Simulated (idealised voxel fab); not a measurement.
Name of the process module below: voxel gate over fins
The figure presents cross-section cut, which has a width of 175 nm and is divided into square cells with an edge length of 5 nm.
Cross-section = grid of square cells, listed top down in bands; band = one or more rows. Read a band's entry like this: the first values are the height of its top and the height of its bottom in nm, and what follows is the sequence of materials from left to right, each with its width in nm. Note that "blank" is empty space, and that a single material marked "all across" reaches across the band from edge to edge. We count height from 0. Below that, the starting wafer is all one material. The lowest band never ends at the bottom but goes on down; see "0 -> down" for how that is written. Graded width ("30 to 40"): value in top row of band = first number; value in bottom row = second number; row-to-row change constant. The designation "everything unchanged", where it is given for a processing step, indicates that no cell of the cross-section was altered in the course of that step. Enclosed voids (no open way to top), threshold 8 cells or more, entry "Voids, enclosed", notation width x height at distance, distance from left edge, nm. That trailing text on a step's line, after the settings, is the simulator's own remark on the step. "overlay nm" denotes, for a step that has a mask, the displacement of the mask to the right of its planned place, with negative values corresponding to the left. Read the rest as pairs. Take the cross-section before one process step, then the cross-section after it, which shows only down to the lowest band that changed. Under the pair, find the step between them and its settings. Bear in mind that pairs may come from different runs of this module on the same starting wafer: link a pair to the pair above it only where its entry headed "Incoming profile" says to.

INCOMING PROFILE
> 10 -> 0 = 35 nm blank, then 20 nm SiN, then 25 nm blank, then 20 nm SiN, then 25 nm blank, then 20 nm SiN, then 30 nm blank
> 0 -> -30 = 35 nm blank, then 5 nm SiO2, then 10 nm Si, then 5 nm SiO2, then 25 nm blank, then 5 nm SiO2, then 10 nm Si, then 5 nm SiO2, then 25 nm blank, then 5 nm SiO2, then 10 nm Si, then 5 nm SiO2, then 30 nm blank
> -30 -> -35 = 40 nm SiO2, then 10 nm Si, then 35 nm SiO2, then 10 nm Si, then 35 nm SiO2, then 10 nm Si, then 35 nm SiO2
> -35 -> down = Si all across
> Voids, enclosed: none

POST-PROCESS SECTION
> 15 -> 10 = SiO2 all across
> 10 -> 0 = 35 nm SiO2, then 20 nm SiN, then 25 nm SiO2, then 20 nm SiN, then 25 nm SiO2, then 20 nm SiN, then 30 nm SiO2
> 0 -> -35 = 40 nm SiO2, then 10 nm Si, then 35 nm SiO2, then 10 nm Si, then 35 nm SiO2, then 10 nm Si, then 35 nm SiO2
> All layers under -35 are left as they were.
> Voids, enclosed: none
Q: step between the cross-sections above? A: FILL_DEP: material SiO2, thk nm 5

Incoming profile: this step begins from the cross-section that the pair just above shows after its step.

POST-PROCESS SECTION
> 10 -> 0 = 35 nm SiO2, then 20 nm SiN, then 25 nm SiO2, then 20 nm SiN, then 25 nm SiO2, then 20 nm SiN, then 30 nm SiO2
> All layers under 0 are left as they were.
> Voids, enclosed: none
Q: step between the cross-sections above? A: CMP: height nm 10

Incoming profile: this step begins from the cross-section that the pair just above shows after its step.

POST-PROCESS SECTION
> 10 -> 0 = 35 nm blank, then 20 nm SiN, then 25 nm blank, then 20 nm SiN, then 25 nm blank, then 20 nm SiN, then 30 nm blank
> 0 -> -10 = 40 nm blank, then 10 nm Si, then 35 nm blank, then 10 nm Si, then 35 nm blank, then 10 nm Si, then 35 nm blank
> All layers under -10 are left as they were.
> Voids, enclosed: none
Q: step between the cross-sections above? A: SELECTIVE_ETCH: etch materials SiO2, depth nm 20

Incoming profile: this step begins from the cross-section that the pair just above shows after its step.

POST-PROCESS SECTION
> 0 -> -10 = 40 nm blank, then 10 nm Si, then 35 nm blank, then 10 nm Si, then 35 nm blank, then 10 nm Si, then 35 nm blank
> All layers under -10 are left as they were.
> Voids, enclosed: none
Q: step between the cross-sections above? A: STRIP: etch materials SiN

Incoming profile: this step begins from the cross-section that the pair just above shows after its step.

POST-PROCESS SECTION
> 5 -> 0 = 35 nm blank, then 20 nm HfO2, then 25 nm blank, then 20 nm HfO2, then 25 nm blank, then 20 nm HfO2, then 30 nm blank
> 0 -> -5 = 35 nm blank, then 5 nm HfO2, then 10 nm Si, then 5 nm HfO2, then 25 nm blank, then 5 nm HfO2, then 10 nm Si, then 5 nm HfO2, then 25 nm blank, then 5 nm HfO2, then 10 nm Si, then 5 nm HfO2, then 30 nm blank
> -5 -> -10 = 40 nm HfO2, then 10 nm Si, then 35 nm HfO2, then 10 nm Si, then 35 nm HfO2, then 10 nm Si, then 35 nm HfO2
> All layers under -10 are left as they were.
> Voids, enclosed: none
Q: step between the cross-sections above? A: CONFORMAL_DEP: material HfO2, thk nm 5

Incoming profile: this step begins from the cross-section that the pair just above shows after its step.

POST-PROCESS SECTION
> 10 -> 5 = 30 nm blank, then 30 nm TiN, then 15 nm blank, then 30 nm TiN, then 15 nm blank, then 30 nm TiN, then 25 nm blank
> 5 -> 0 = 30 nm blank, then 5 nm TiN, then 20 nm HfO2, then 5 nm TiN, then 15 nm blank, then 5 nm TiN, then 20 nm HfO2, then 5 nm TiN, then 15 nm blank, then 5 nm TiN, then 20 nm HfO2, then 5 nm TiN, then 25 nm blank
> 0 -> -5 = 35 nm TiN, then 5 nm HfO2, then 10 nm Si, then 5 nm HfO2, then 25 nm TiN, then 5 nm HfO2, then 10 nm Si, then 5 nm HfO2, then 25 nm TiN, then 5 nm HfO2, then 10 nm Si, then 5 nm HfO2, then 30 nm TiN
> All layers under -5 are left as they were.
> Voids, enclosed: none
Q: step between the cross-sections above? A: CONFORMAL_DEP: material TiN, thk nm 5

Incoming profile: this step begins from the cross-section that the pair just above shows after its step.

POST-PROCESS SECTION
> 15 -> 10 = 25 nm blank, then 40 nm TiAl, then 5 nm blank, then 40 nm TiAl, then 5 nm blank, then 40 nm TiAl, then 20 nm blank
> 10 -> 5 = 25 nm blank, then 5 nm TiAl, then 30 nm TiN, then 5 nm TiAl, then 5 nm blank, then 5 nm TiAl, then 30 nm TiN, then 5 nm TiAl, then 5 nm blank, then 5 nm TiAl, then 30 nm TiN, then 5 nm TiAl, then 20 nm blank
> 5 -> 0 = 30 nm TiAl, then 5 nm TiN, then 20 nm HfO2, then 5 nm TiN, then 15 nm TiAl, then 5 nm TiN, then 20 nm HfO2, then 5 nm TiN, then 15 nm TiAl, then 5 nm TiN, then 20 nm HfO2, then 5 nm TiN, then 25 nm TiAl
> All layers under 0 are left as they were.
> Voids, enclosed: none
Q: step between the cross-sections above? A: CONFORMAL_DEP: material TiAl, thk nm 5

Incoming profile: this step begins from the cross-section that the pair just above shows after its step.

POST-PROCESS SECTION
> 20 -> 15 = 20 nm blank, then 140 nm TiN, then 15 nm blank
> 15 -> 10 = 20 nm blank, then 5 nm TiN, then 40 nm TiAl, then 5 nm TiN, then 40 nm TiAl, then 5 nm TiN, then 40 nm TiAl, then 5 nm TiN, then 15 nm blank
> 10 -> 5 = 25 nm TiN, then 5 nm TiAl, then 30 nm TiN, then 5 nm TiAl, then 5 nm TiN, then 5 nm TiAl, then 30 nm TiN, then 5 nm TiAl, then 5 nm TiN, then 5 nm TiAl, then 30 nm TiN, then 5 nm TiAl, then 20 nm TiN
> All layers under 5 are left as they were.
> Voids, enclosed: none
Q: step between the cross-sections above? A: CONFORMAL_DEP: material TiN, thk nm 5

Incoming profile: this step begins from the cross-section that the pair just above shows after its step.

POST-PROCESS SECTION
> 30 -> 20 = W all across
> 20 -> 15 = 20 nm W, then 140 nm TiN, then 15 nm W
> 15 -> 10 = 20 nm W, then 5 nm TiN, then 40 nm TiAl, then 5 nm TiN, then 40 nm TiAl, then 5 nm TiN, then 40 nm TiAl, then 5 nm TiN, then 15 nm W
> All layers under 10 are left as they were.
> Voids, enclosed: none
Q: step between the cross-sections above? A: FILL_DEP: material W, thk nm 10

Incoming profile: this step begins from the cross-section that the pair just above shows after its step.

POST-PROCESS SECTION
> 25 -> 20 = W all across
> All layers under 20 are left as they were.
> Voids, enclosed: none
Q: step between the cross-sections above? A: CMP: height nm 25

Incoming profile: this step begins from the cross-section that the pair just above shows after its step.

POST-PROCESS SECTION
> 30 -> 25 = SiCN all across
> All layers under 25 are left as they were.
> Voids, enclosed: none
Q: step between the cross-sections above? A: CONFORMAL_DEP: material SiCN, thk nm 5

INCOMING PROFILE
> 10 -> 0 = 35 nm blank, then 15 nm SiN, then 30 nm blank, then 15 nm SiN, then 30 nm blank, then 15 nm SiN, then 35 nm blank
> 0 -> down = Si all across
> Voids, enclosed: none

POST-PROCESS SECTION
> 10 -> 0 = 35 nm blank, then 15 nm SiN, then 30 nm blank, then 15 nm SiN, then 30 nm blank, then 15 nm SiN, then 35 nm blank
> 0 -> -30 = 30 nm blank, then 20 nm Si, then 25 nm blank, then 20 nm Si, then 25 nm blank, then 20 nm Si, then 35 nm blank
> All layers under -30 are left as they were.
> Voids, enclosed: none
Q: step between the cross-sections above? A: MASKED_ETCH: tone cover, mask id FINS, width nm 15, pitch nm 45, etch materials Si, depth nm 30, overlay nm -5

Incoming profile: this step begins from the cross-section that the pair just above shows after its step.

POST-PROCESS SECTION
> 10 -> 0 = 35 nm blank, then 15 nm SiN, then 30 nm blank, then 15 nm SiN, then 30 nm blank, then 15 nm SiN, then 35 nm blank
> 0 -> -5 = 30 nm blank, then 10 nm SiO2, then 5 nm Si, then 5 nm SiO2, then 25 nm blank, then 10 nm SiO2, then 5 nm Si, then 5 nm SiO2, then 25 nm blank, then 10 nm SiO2, then 5 nm Si, then 5 nm SiO2, then 35 nm blank
> -5 -> -30 = 30 nm blank, then 5 nm SiO2, then 10 nm Si, then 5 nm SiO2, then 25 nm blank, then 5 nm SiO2, then 10 nm Si, then 5 nm SiO2, then 25 nm blank, then 5 nm SiO2, then 10 nm Si, then 5 nm SiO2, then 35 nm blank
> -30 -> -35 = 35 nm SiO2, then 10 nm Si, then 35 nm SiO2, then 10 nm Si, then 35 nm SiO2, then 10 nm Si, then 40 nm SiO2
> All layers under -35 are left as they were.
> Voids, enclosed: none
Q: step between the cross-sections above? A: OXIDIZE: depth nm 5

Incoming profile: this step begins from the cross-section that the pair just above shows after its step.

POST-PROCESS SECTION
> 15 -> 10 = SiO2 all across
> 10 -> 0 = 35 nm SiO2, then 15 nm SiN, then 30 nm SiO2, then 15 nm SiN, then 30 nm SiO2, then 15 nm SiN, then 35 nm SiO2
> 0 -> -5 = 40 nm SiO2, then 5 nm Si, then 40 nm SiO2, then 5 nm Si, then 40 nm SiO2, then 5 nm Si, then 40 nm SiO2
> -5 -> -35 = 35 nm SiO2, then 10 nm Si, then 35 nm SiO2, then 10 nm Si, then 35 nm SiO2, then 10 nm Si, then 40 nm SiO2
> All layers under -35 are left as they were.
> Voids, enclosed: none
Q: step between the cross-sections above? A: FILL_DEP: material SiO2, thk nm 5

Incoming profile: this step begins from the cross-section that the pair just above shows after its step.

POST-PROCESS SECTION
> 10 -> 0 = 35 nm SiO2, then 15 nm SiN, then 30 nm SiO2, then 15 nm SiN, then 30 nm SiO2, then 15 nm SiN, then 35 nm SiO2
> All layers under 0 are left as they were.
> Voids, enclosed: none
Q: step between the cross-sections above? A: CMP: height nm 10

Incoming profile: this step begins from the cross-section that the pair just above shows after its step.

POST-PROCESS SECTION
> 10 -> 0 = 35 nm blank, then 15 nm SiN, then 30 nm blank, then 15 nm SiN, then 30 nm blank, then 15 nm SiN, then 35 nm blank
> 0 -> -10 = 40 to 35 nm blank, then 5 to 10 nm Si, then 40 to 35 nm blank, then 5 to 10 nm Si, then 40 to 35 nm blank, then 5 to 10 nm Si, then 40 nm blank
> All layers under -10 are left as they were.
> Voids, enclosed: none
Q: step between the cross-sections above? A: SELECTIVE_ETCH: etch materials SiO2, depth nm 20

Incoming profile: this step begins from the cross-section that the pair just above shows after its step.

POST-PROCESS SECTION
> 0 -> -10 = 40 to 35 nm blank, then 5 to 10 nm Si, then 40 to 35 nm blank, then 5 to 10 nm Si, then 40 to 35 nm blank, then 5 to 10 nm Si, then 40 nm blank
> All layers under -10 are left as they were.
> Voids, enclosed: none
Q: step between the cross-sections above? A: STRIP: etch materials SiN

Incoming profile: this step begins from the cross-section that the pair just above shows after its step.

POST-PROCESS SECTION
> 5 -> 0 = 35 nm blank, then 15 nm HfO2, then 30 nm blank, then 15 nm HfO2, then 30 nm blank, then 15 nm HfO2, then 35 nm blank
> 0 -> -5 = 30 nm blank, then 10 nm HfO2, then 5 nm Si, then 5 nm HfO2, then 25 nm blank, then 10 nm HfO2, then 5 nm Si, then 5 nm HfO2, then 25 nm blank, then 10 nm HfO2, then 5 nm Si, then 5 nm HfO2, then 35 nm blank
> -5 -> -10 = 35 nm HfO2, then 10 nm Si, then 35 nm HfO2, then 10 nm Si, then 35 nm HfO2, then 10 nm Si, then 40 nm HfO2
> All layers under -10 are left as they were.
> Voids, enclosed: none
Q: step between the cross-sections above? A: CONFORMAL_DEP: material HfO2, thk nm 5

Incoming profile: this step begins from the cross-section that the pair just above shows after its step.

POST-PROCESS SECTION
> 10 -> 5 = 30 nm blank, then 25 nm TiN, then 20 nm blank, then 25 nm TiN, then 20 nm blank, then 25 nm TiN, then 30 nm blank
> 5 -> 0 = 25 nm blank, then 10 nm TiN, then 15 nm HfO2, then 5 nm TiN, then 15 nm blank, then 10 nm TiN, then 15 nm HfO2, then 5 nm TiN, then 15 nm blank, then 10 nm TiN, then 15 nm HfO2, then 5 nm TiN, then 30 nm blank
> 0 -> -5 = 30 nm TiN, then 10 nm HfO2, then 5 nm Si, then 5 nm HfO2, then 25 nm TiN, then 10 nm HfO2, then 5 nm Si, then 5 nm HfO2, then 25 nm TiN, then 10 nm HfO2, then 5 nm Si, then 5 nm HfO2, then 35 nm TiN
> All layers under -5 are left as they were.
> Voids, enclosed: none
Q: step between the cross-sections above? A: CONFORMAL_DEP: material TiN, thk nm 5

Incoming profile: this step begins from the cross-section that the pair just above shows after its step.

POST-PROCESS SECTION
> 15 -> 10 = 25 nm blank, then 35 nm TiAl, then 10 nm blank, then 35 nm TiAl, then 10 nm blank, then 35 nm TiAl, then 25 nm blank
> 10 -> 5 = 20 nm blank, then 10 nm TiAl, then 25 nm TiN, then 5 nm TiAl, then 5 nm blank, then 10 nm TiAl, then 25 nm TiN, then 5 nm TiAl, then 5 nm blank, then 10 nm TiAl, then 25 nm TiN, then 5 nm TiAl, then 25 nm blank
> 5 -> 0 = 25 nm TiAl, then 10 nm TiN, then 15 nm HfO2, then 5 nm TiN, then 15 nm TiAl, then 10 nm TiN, then 15 nm HfO2, then 5 nm TiN, then 15 nm TiAl, then 10 nm TiN, then 15 nm HfO2, then 5 nm TiN, then 30 nm TiAl
> All layers under 0 are left as they were.
> Voids, enclosed: none
Q: step between the cross-sections above? A: CONFORMAL_DEP: material TiAl, thk nm 5

Incoming profile: this step begins from the cross-section that the pair just above shows after its step.

POST-PROCESS SECTION
> 20 -> 15 = 20 nm blank, then 135 nm TiN, then 20 nm blank
> 15 -> 10 = 15 nm blank, then 10 nm TiN, then 35 nm TiAl, then 10 nm TiN, then 35 nm TiAl, then 10 nm TiN, then 35 nm TiAl, then 5 nm TiN, then 20 nm blank
> 10 -> 5 = 20 nm TiN, then 10 nm TiAl, then 25 nm TiN, then 5 nm TiAl, then 5 nm TiN, then 10 nm TiAl, then 25 nm TiN, then 5 nm TiAl, then 5 nm TiN, then 10 nm TiAl, then 25 nm TiN, then 5 nm TiAl, then 25 nm TiN
> All layers under 5 are left as they were.
> Voids, enclosed: none
Q: step between the cross-sections above? A: CONFORMAL_DEP: material TiN, thk nm 5

Incoming profile: this step begins from the cross-section that the pair just above shows after its step.

POST-PROCESS SECTION
> 30 -> 20 = W all across
> 20 -> 15 = 20 nm W, then 135 nm TiN, then 20 nm W
> 15 -> 10 = 15 nm W, then 10 nm TiN, then 35 nm TiAl, then 10 nm TiN, then 35 nm TiAl, then 10 nm TiN, then 35 nm TiAl, then 5 nm TiN, then 20 nm W
> All layers under 10 are left as they were.
> Voids, enclosed: none
Q: step between the cross-sections above? A: FILL_DEP: material W, thk nm 10

Incoming profile: this step begins from the cross-section that the pair just above shows after its step.

POST-PROCESS SECTION
> 25 -> 20 = W all across
> All layers under 20 are left as they were.
> Voids, enclosed: none
Q: step between the cross-sections above? A: CMP: height nm 25

Incoming profile: this step begins from the cross-section that the pair just above shows after its step.

POST-PROCESS SECTION
> 30 -> 25 = SiCN all across
> All layers under 25 are left as they were.
> Voids, enclosed: none
Q: step between the cross-sections above? A: CONFORMAL_DEP: material SiCN, thk nm 5

INCOMING PROFILE
> 20 -> 15 = 20 nm blank, then 135 nm TiN, then 20 nm blank
> 15 -> 10 = 20 nm blank, then 5 nm TiN, then 35 nm TiAl, then 10 nm TiN, then 35 nm TiAl, then 10 nm TiN, then 35 nm TiAl, then 5 nm TiN, then 20 nm blank
> 10 -> 5 = 25 nm TiN, then 5 nm TiAl, then 25 nm TiN, then 5 nm TiAl, then 10 nm TiN, then 5 nm TiAl, then 25 nm TiN, then 5 nm TiAl, then 10 nm TiN, then 5 nm TiAl, then 25 nm TiN, then 5 nm TiAl, then 25 nm TiN
> 5 -> 0 = 30 nm TiAl, then 5 nm TiN, then 15 nm HfO2, then 5 nm TiN, then 20 nm TiAl, then 5 nm TiN, then 15 nm HfO2, then 5 nm TiN, then 20 nm TiAl, then 5 nm TiN, then 15 nm HfO2, then 5 nm TiN, then 30 nm TiAl
> 0 -> -5 = 35 nm TiN, then 5 nm HfO2, then 5 nm Si, then 5 nm HfO2, then 30 nm TiN, then 5 nm HfO2, then 5 nm Si, then 5 nm HfO2, then 30 nm TiN, then 5 nm HfO2, then 5 nm Si, then 5 nm HfO2, then 35 nm TiN
> -5 -> -10 = 40 nm HfO2, then 5 nm Si, then 40 nm HfO2, then 5 nm Si, then 40 nm HfO2, then 5 nm Si, then 40 nm HfO2
> -10 -> -35 = 40 nm SiO2, then 5 nm Si, then 40 nm SiO2, then 5 nm Si, then 40 nm SiO2, then 5 nm Si, then 40 nm SiO2
> -35 -> down = Si all across
> Voids, enclosed: none

POST-PROCESS SECTION
> 30 -> 20 = HfO2 all across
> 20 -> 15 = 20 nm HfO2, then 135 nm TiN, then 20 nm HfO2
> 15 -> 10 = 20 nm HfO2, then 5 nm TiN, then 35 nm TiAl, then 10 nm TiN, then 35 nm TiAl, then 10 nm TiN, then 35 nm TiAl, then 5 nm TiN, then 20 nm HfO2
> All layers under 10 are left as they were.
> Voids, enclosed: none
Q: step between the cross-sections above? A: FILL_DEP: material HfO2, thk nm 10

Incoming profile: this step begins from the cross-section that the pair just above shows after its step.

POST-PROCESS SECTION
> 25 -> 20 = HfO2 all across
> All layers under 20 are left as they were.
> Voids, enclosed: none
Q: step between the cross-sections above? A: CMP: height nm 25

Incoming profile: this step begins from the cross-section that the pair just above shows after its step.

POST-PROCESS SECTION
> 30 -> 25 = SiCN all across
> All layers under 25 are left as they were.
> Voids, enclosed: none
Q: step between the cross-sections above? A: CONFORMAL_DEP: material SiCN, thk nm 5

INCOMING PROFILE
> 10 -> 0 = SiN all across
> 0 -> down = Si all across
> Voids, enclosed: none

POST-PROCESS SECTION
> 10 -> 0 = 35 nm SiN, then 15 nm blank, then 30 nm SiN, then 15 nm blank, then 30 nm SiN, then 15 nm blank, then 35 nm SiN
> All layers under 0 are left as they were.
> Voids, enclosed: none
Q: step between the cross-sections above? A: MASKED_ETCH: tone open, mask id FINS, width nm 15, pitch nm 45, etch materials SiN, depth nm 10, overlay nm 0

Incoming profile: this step begins from the cross-section that the pair just above shows after its step.

POST-PROCESS SECTION
> 10 -> 0 = 35 nm SiN, then 15 nm blank, then 30 nm SiN, then 15 nm blank, then 30 nm SiN, then 15 nm blank, then 35 nm SiN
> 0 -> -5 = 30 nm Si, then 25 nm SiO2, then 20 nm Si, then 25 nm SiO2, then 20 nm Si, then 25 nm SiO2, then 30 nm Si
> All layers under -5 are left as they were.
> Voids, enclosed: none
Q: step between the cross-sections above? A: OXIDIZE: depth nm 5

Incoming profile: this step begins from the cross-section that the pair just above shows after its step.

POST-PROCESS SECTION
> 15 -> 10 = SiO2 all across
> 10 -> 0 = 35 nm SiN, then 15 nm SiO2, then 30 nm SiN, then 15 nm SiO2, then 30 nm SiN, then 15 nm SiO2, then 35 nm SiN
> All layers under 0 are left as they were.
> Voids, enclosed: none
Q: step between the cross-sections above? A: FILL_DEP: material SiO2, thk nm 5

Incoming profile: this step begins from the cross-section that the pair just above shows after its step.

POST-PROCESS SECTION
> 10 -> 0 = 35 nm SiN, then 15 nm SiO2, then 30 nm SiN, then 15 nm SiO2, then 30 nm SiN, then 15 nm SiO2, then 35 nm SiN
> All layers under 0 are left as they were.
> Voids, enclosed: none
Q: step between the cross-sections above? A: CMP: height nm 10

Incoming profile: this step begins from the cross-section that the pair just above shows after its step.

POST-PROCESS SECTION
> 10 -> 0 = 35 nm SiN, then 15 nm blank, then 30 nm SiN, then 15 nm blank, then 30 nm SiN, then 15 nm blank, then 35 nm SiN
> 0 -> -5 = 30 nm Si, then 25 nm blank, then 20 nm Si, then 25 nm blank, then 20 nm Si, then 25 nm blank, then 30 nm Si
> All layers under -5 are left as they were.
> Voids, enclosed: none
Q: step between the cross-sections above? A: SELECTIVE_ETCH: etch materials SiO2, depth nm 20

Incoming profile: this step begins from the cross-section that the pair just above shows after its step.

POST-PROCESS SECTION
> 0 -> -5 = 30 nm Si, then 25 nm blank, then 20 nm Si, then 25 nm blank, then 20 nm Si, then 25 nm blank, then 30 nm Si
> All layers under -5 are left as they were.
> Voids, enclosed: none
Q: step between the cross-sections above? A: STRIP: etch materials SiN

Incoming profile: this step begins from the cross-section that the pair just above shows after its step.

POST-PROCESS SECTION
> 5 -> 0 = 35 nm HfO2, then 15 nm blank, then 30 nm HfO2, then 15 nm blank, then 30 nm HfO2, then 15 nm blank, then 35 nm HfO2
> 0 -> -5 = 30 nm Si, then 25 nm HfO2, then 20 nm Si, then 25 nm HfO2, then 20 nm Si, then 25 nm HfO2, then 30 nm Si
> All layers under -5 are left as they were.
> Voids, enclosed: none
Q: step between the cross-sections above? A: CONFORMAL_DEP: material HfO2, thk nm 5

Incoming profile: this step begins from the cross-section that the pair just above shows after its step.

POST-PROCESS SECTION
> 10 -> 5 = 40 nm TiN, then 5 nm blank, then 40 nm TiN, then 5 nm blank, then 40 nm TiN, then 5 nm blank, then 40 nm TiN
> 5 -> 0 = 35 nm HfO2, then 15 nm TiN, then 30 nm HfO2, then 15 nm TiN, then 30 nm HfO2, then 15 nm TiN, then 35 nm HfO2
> All layers under 0 are left as they were.
> Voids, enclosed: none
Q: step between the cross-sections above? A: CONFORMAL_DEP: material TiN, thk nm 5

Incoming profile: this step begins from the cross-section that the pair just above shows after its step.

POST-PROCESS SECTION
> 15 -> 10 = TiAl all across
> 10 -> 5 = 40 nm TiN, then 5 nm TiAl, then 40 nm TiN, then 5 nm TiAl, then 40 nm TiN, then 5 nm TiAl, then 40 nm TiN
> All layers under 5 are left as they were.
> Voids, enclosed: none
Q: step between the cross-sections above? A: CONFORMAL_DEP: material TiAl, thk nm 5

Incoming profile: this step begins from the cross-section that the pair just above shows after its step.

POST-PROCESS SECTION
> 20 -> 15 = TiN all across
> All layers under 15 are left as they were.
> Voids, enclosed: none
Q: step between the cross-sections above? A: CONFORMAL_DEP: material TiN, thk nm 5

Incoming profile: this step begins from the cross-section that the pair just above shows after its step.

POST-PROCESS SECTION
> 30 -> 20 = W all across
> All layers under 20 are left as they were.
> Voids, enclosed: none
Q: step between the cross-sections above? A: FILL_DEP: material W, thk nm 10

Incoming profile: this step begins from the cross-section that the pair just above shows after its step.

POST-PROCESS SECTION
> 25 -> 20 = W all across
> All layers under 20 are left as they were.
> Voids, enclosed: none
Q: step between the cross-sections above? A: CMP: height nm 25

Incoming profile: this step begins from the cross-section that the pair just above shows after its step.

POST-PROCESS SECTION
> 30 -> 25 = SiCN all across
> All layers under 25 are left as they were.
> Voids, enclosed: none
Q: step between the cross-sections above? A: CONFORMAL_DEP: material SiCN, thk nm 5
